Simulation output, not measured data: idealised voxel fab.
process module | voxel plated lines
The cross-section shown here is cut; it is 265 nm wide and divided into square cells measuring 5 nm on a side.
A cross-section is written here as square cells arranged in a grid, and it is given in bands from the top down, each band taking up one or more rows of cells.
Per band: top height and bottom height in nm, followed by the left-to-right materials and their widths in nm; "all across" marks a single material spanning edge to edge, "empty" marks empty space.
Heights are expressed relative to 0, this being the level below which the as-received wafer comprises one material exclusively. The lowest band is unbounded in the downward direction and is denoted as in "0 and below".
You'd read "30..40" like this: the band's top row of cells is as wide as the first number, its bottom row is as wide as the second, and going down, every row changes width by the same amount as the row before did.
A step reported as "no alterations made" is a step in which no cell of the cross-section changed.
If an empty space has no open way to the top and is at least 8 cells in size, "Fully sealed cavities" lists it, written width x height at distance, where distance is measured from the left edge and every value is in nm.
Text after the settings on a step's line: the simulator's own remark on that step.
overlay nm: for a step with a mask, the amount by which the mask lay right of where it was planned; a negative amount means left of it.

-- The following list gives the planned process steps
1. RECEIVE (material Si)
2. CONFORMAL_DEP (material SiN; thk nm 10)
3. DIRECTIONAL_DEP (material TiN; thk nm 5)
4. PATTERN (tone open; mask id LINES; material resist; width nm 25; pitch nm 50; thk nm 5; overlay nm 0)
5. EPI (material Ru; thk nm 10)
6. STRIP (etch materials resist)
7. DIRECTIONAL_ETCH (etch materials TiN; depth nm 5)
8. CONFORMAL_DEP (material SiO2; thk nm 10)
Where the wafers of this document differ is in the thk nm of step 4; they start out the same, and the plan states the value that applied to the first wafer.

-- First wafer of several, as received: cross-section after step 1
    0 and below: Si all across
    Fully sealed cavities: none

-- First of several wafers in cross-section at module end, following the final step, step 8
    35 down to 25: empty: 55 | SiO2: 155 | empty: 55
    25 down to 20: empty: 55 | SiO2: 10 | Ru: 35 | SiO2: 15 | Ru: 35 | SiO2: 15 | Ru: 35 | SiO2: 10 | empty: 55
    20 down to 15: SiO2: 70 | Ru: 25 | SiO2: 25 | Ru: 25 | SiO2: 25 | Ru: 25 | SiO2: 70
    15 down to 10: SiO2: 65 | TiN: 35 | SiO2: 15 | TiN: 35 | SiO2: 15 | TiN: 35 | SiO2: 65
    10 down to 0: SiN all across
    0 and below: Si all across
    Fully sealed cavities: none

-- At the end of the module, the last of several wafers in cross-section
    35 down to 25: empty: 60 | SiO2: 45 | empty: 5 | SiO2: 45 | empty: 5 | SiO2: 45 | empty: 60
    25 down to 20: empty: 60 | SiO2: 10 | Ru: 25 | SiO2: 10 | empty: 5 | SiO2: 10 | Ru: 25 | SiO2: 10 | empty: 5 | SiO2: 10 | Ru: 25 | SiO2: 10 | empty: 60
    20 down to 15: SiO2: 70 | Ru: 25 | SiO2: 25 | Ru: 25 | SiO2: 25 | Ru: 25 | SiO2: 70
    15 down to 10: SiO2: 70 | TiN: 25 | SiO2: 25 | TiN: 25 | SiO2: 25 | TiN: 25 | SiO2: 70
    10 down to 0: SiN all across
    0 and below: Si all across
    Fully sealed cavities: none

-- Per wafer, end of module: cells gained (+) or lost (-) per material since receipt, then closed voids
thk nm 5 | +36 Ru | +106 SiN | +142 SiO2 | +21 TiN | Fully sealed cavities: none
thk nm 10 | +30 Ru | +106 SiN | +142 SiO2 | +15 TiN | Fully sealed cavities: none
thk nm 15 | +30 Ru | +106 SiN | +142 SiO2 | +15 TiN | Fully sealed cavities: none
thk nm 20 | +30 Ru | +106 SiN | +142 SiO2 | +15 TiN | Fully sealed cavities: none
thk nm 25 | +30 Ru | +106 SiN | +142 SiO2 | +15 TiN | Fully sealed cavities: none
thk nm 30 | +30 Ru | +106 SiN | +142 SiO2 | +15 TiN | Fully sealed cavities: none
